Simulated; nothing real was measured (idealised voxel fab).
This is a process module. Its name is voxel quadruple lines.
Square cell edge 5 nm, section width 230 nm, ID cut.
Think of the cross-section as a grid of square cells. We describe it in bands, top to bottom, and each band covers one or more rows of those cells. This entry defines a band. It first specifies the height of the band's top and the height of its bottom in nm, and then specifies the band's materials from left to right, stating each material with its width in nm. The word "edge to edge" identifies a single material that fills the band from edge to edge, while the word "air" identifies empty space. Note: height 0 marks the level under which the wafer is uniformly one material as received. Lowest band unbounded below, written "0 down". Think of "30 to 40" as a width that walks from the first number to the second as you go down the band, top row to bottom row, taking equal-sized steps from row to row. "no alteration" (step): cross-section cells unchanged, all of them. Heads up: "Enclosed internal voids" only lists the empty pockets with no open path to the top that are 8 cells or more, and it writes them as width x height at distance, distance from the left edge, in nm. Anything after a step's settings on that line? It's the simulator's own note about the step. You can add "overlay nm" to a step's line. For a step with a mask, it describes how far the mask lay to the right of its planned position, and a negative number describes a lay to the left.

plan:
1,RECEIVE, material Si
2,CONFORMAL_DEP, material Al2O3, thk nm 5
3,DIRECTIONAL_DEP, material W, thk nm 10
4,DIRECTIONAL_DEP, material polySi, thk nm 15
5,DIRECTIONAL_DEP, material aC, thk nm 25
6,PATTERN, tone cover, mask id MANDREL, material resist, width nm 25, pitch nm 80, thk nm 35, overlay nm 0
7,DIRECTIONAL_ETCH, etch materials aC, depth nm 25
8,STRIP, etch materials resist
9,CONFORMAL_DEP, material SiO2, thk nm 15
10,DIRECTIONAL_ETCH, etch materials SiO2, depth nm 15
11,STRIP, etch materials aC
12,DIRECTIONAL_ETCH, etch materials polySi, depth nm 15
13,STRIP, etch materials SiO2
14,CONFORMAL_DEP, material SiN, thk nm 5
15,DIRECTIONAL_ETCH, etch materials SiN, depth nm 5
16,STRIP, etch materials polySi
17,DIRECTIONAL_ETCH, etch materials W, depth nm 10
18,STRIP, etch materials SiN
19,FILL_DEP, material lowk, thk nm 5
20,CMP, height nm 15

Cross-section, incoming material, after step 1:
    0 down = Si edge to edge
    Enclosed internal voids: none

Cross-sectional image of the first of two wafers at the end of the module, the run having proceeded as planned:
    15 to 5 = lowk 40, then W 5, then lowk 15, then W 5, then lowk 15, then W 5, then lowk 15, then W 5, then lowk 15, then W 5, then lowk 15, then W 5, then lowk 15, then W 5, then lowk 15, then W 5, then lowk 45
    5 to 0 = Al2O3 edge to edge
    0 down = Si edge to edge
    Enclosed internal voids: none

So this is wafer number two of the two, cut at the end of the module - it started where the first did and had the same plan, we just got one thing wrong running it:
    10 to 5 = lowk 40, then W 5, then lowk 15, then W 5, then lowk 15, then W 5, then lowk 15, then W 5, then lowk 15, then W 5, then lowk 15, then W 5, then lowk 15, then W 5, then lowk 15, then W 5, then lowk 45
    5 to 0 = Al2O3 edge to edge
    0 down = Si edge to edge
    Enclosed internal voids: none
Processing error: for step 20, the planned setting was not used; the step was instead run as CMP, height nm 10
Once processing is complete, comparing cell counts shows that the second wafer has more or fewer of certain materials than the first: W -8; lowk -38
